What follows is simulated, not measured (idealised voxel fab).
process module | voxel capacitor over wiring
cross-section cut | 205 nm wide | cells 5 nm
A cross-section is a grid of square cells, given in bands from the top down. A band is one or more rows of cells.
Each band's line starts with the height of the band's top and of its bottom, in nm. Then come its materials from left to right, each with its width in nm. One material with "throughout" fills the band from edge to edge. "air" is empty space.
Height 0 is the level under which the wafer as received is all one material. The lowest band goes on downwards, as in "0 down".
A width such as "30 to 40" changes by the same amount from each row of cells to the next, from the band's top row to its bottom row.
"no change" after a step means that no cell of the cross-section changed.
closed voids: empty space of 8 cells or more with no open way to the top, each as width x height at its distance from the left edge, in nm
after a step's settings: what the simulator itself notes on the step
overlay nm, on a step with a mask: how far to the right of its planned place the mask lay; to the left if negative
plan
1 op RECEIVE | material Si
2 op CONFORMAL_DEP | material SiO2 | thk nm 10
3 op DIRECTIONAL_DEP | material TiN | thk nm 5
4 op DIRECTIONAL_DEP | material Ru | thk nm 20
5 op DIRECTIONAL_DEP | material aC | thk nm 10
6 op PATTERN | tone cover | mask id METAL_1 | material resist | width nm 30 | pitch nm 90 | thk nm 30 | overlay nm 0
7 op DIRECTIONAL_ETCH | etch materials aC | depth nm 10
8 op STRIP | etch materials resist
9 op DIRECTIONAL_ETCH | etch materials Ru | depth nm 20
10 op DIRECTIONAL_ETCH | etch materials TiN | depth nm 5
11 op STRIP | etch materials aC
12 op FILL_DEP | material lowk | thk nm 10
13 op CMP | height nm 35
14 op CONFORMAL_DEP | material SiCN | thk nm 5
15 op DIRECTIONAL_DEP | material lowk | thk nm 15
16 op DIRECTIONAL_DEP | material aC | thk nm 10
17 op PATTERN | tone open | mask id PLUG_1 | material resist | width nm 15 | thk nm 30 | overlay nm 0
18 op DIRECTIONAL_ETCH | etch materials aC | depth nm 10
19 op STRIP | etch materials resist
20 op DIRECTIONAL_ETCH | etch materials lowk | depth nm 15
21 op DIRECTIONAL_ETCH | etch materials SiCN | depth nm 5
22 op STRIP | etch materials aC
23 op EPI | material Ru | thk nm 10
24 op EPI | material Ru | thk nm 10
25 op DIRECTIONAL_DEP | material TiN | thk nm 10
26 op DIRECTIONAL_DEP | material HfO2 | thk nm 5
27 op DIRECTIONAL_DEP | material TiN | thk nm 5
28 op DIRECTIONAL_DEP | material aC | thk nm 10
29 op PATTERN | tone cover | mask id UPPER_PLATE | material resist | width nm 65 | thk nm 30 | overlay nm 0
30 op DIRECTIONAL_ETCH | etch materials aC | depth nm 10
31 op STRIP | etch materials resist
32 op DIRECTIONAL_ETCH | etch materials TiN | depth nm 5
33 op DIRECTIONAL_ETCH | etch materials HfO2 | depth nm 5
34 op STRIP | etch materials aC
35 op PATTERN | tone cover | mask id LOWER_PLATE | material resist | width nm 75 | thk nm 20 | overlay nm 0
36 op DIRECTIONAL_ETCH | etch materials TiN | depth nm 10
37 op STRIP | etch materials resist
38 op FILL_DEP | material SiO2 | thk nm 15
39 op CMP | height nm 85
40 op PATTERN | tone open | mask id PLUG_2 | material resist | width nm 15 | thk nm 15 | overlay nm 0
41 op DIRECTIONAL_ETCH | etch materials SiO2 | depth nm 10
42 op STRIP | etch materials resist
43 op CONFORMAL_DEP | material TiN | thk nm 5
44 op FILL_DEP | material Cu | thk nm 10
45 op CMP | height nm 85
46 op CONFORMAL_DEP | material SiCN | thk nm 5
as received, after step 1
  0 down: Si throughout
  closed voids: none
first wafer at the end, as planned
  90 to 85: SiCN throughout
  85 to 80: SiO2 65 | TiN 5 | Cu 5 | TiN 5 | SiO2 125
  80 to 70: SiO2 65 to 55 | TiN 15 to 65 | SiO2 125 to 85
  70 to 65: SiO2 55 | HfO2 65 | SiO2 85
  65 to 55: SiO2 50 | TiN 75 | SiO2 80
  55 to 40: lowk 55 | Ru 15 | lowk 135
  40 to 35: SiCN 55 | Ru 15 | SiCN 135
  35 to 15: lowk 40 | Ru 30 | lowk 60 | Ru 30 | lowk 45
  15 to 10: lowk 40 | TiN 30 | lowk 60 | TiN 30 | lowk 45
  10 to 0: SiO2 throughout
  0 down: Si throughout
  closed voids: none
second wafer at the end: like start, like plan, one mistake
  90 to 85: SiCN throughout
  85 to 80: SiO2 65 | TiN 5 | Cu 5 | TiN 5 | SiO2 125
  80 to 70: SiO2 65 to 55 | TiN 15 to 65 | SiO2 125 to 85
  70 to 65: SiO2 55 | HfO2 65 | SiO2 85
  65 to 55: SiO2 50 | TiN 75 | SiO2 80
  55 to 40: lowk 50 | Ru 15 | lowk 140
  40 to 35: SiCN 50 | Ru 15 | SiCN 140
  35 to 15: lowk 40 | Ru 30 | lowk 60 | Ru 30 | lowk 45
  15 to 10: lowk 40 | TiN 30 | lowk 60 | TiN 30 | lowk 45
  10 to 0: SiO2 throughout
  0 down: Si throughout
  closed voids: none
what went wrong: step 17 ran as: op PATTERN | tone open | mask id PLUG_1 | material resist | width nm 15 | thk nm 30 | overlay nm -5
at the end the second wafer has, in cells: as many of each material as the first, in other places
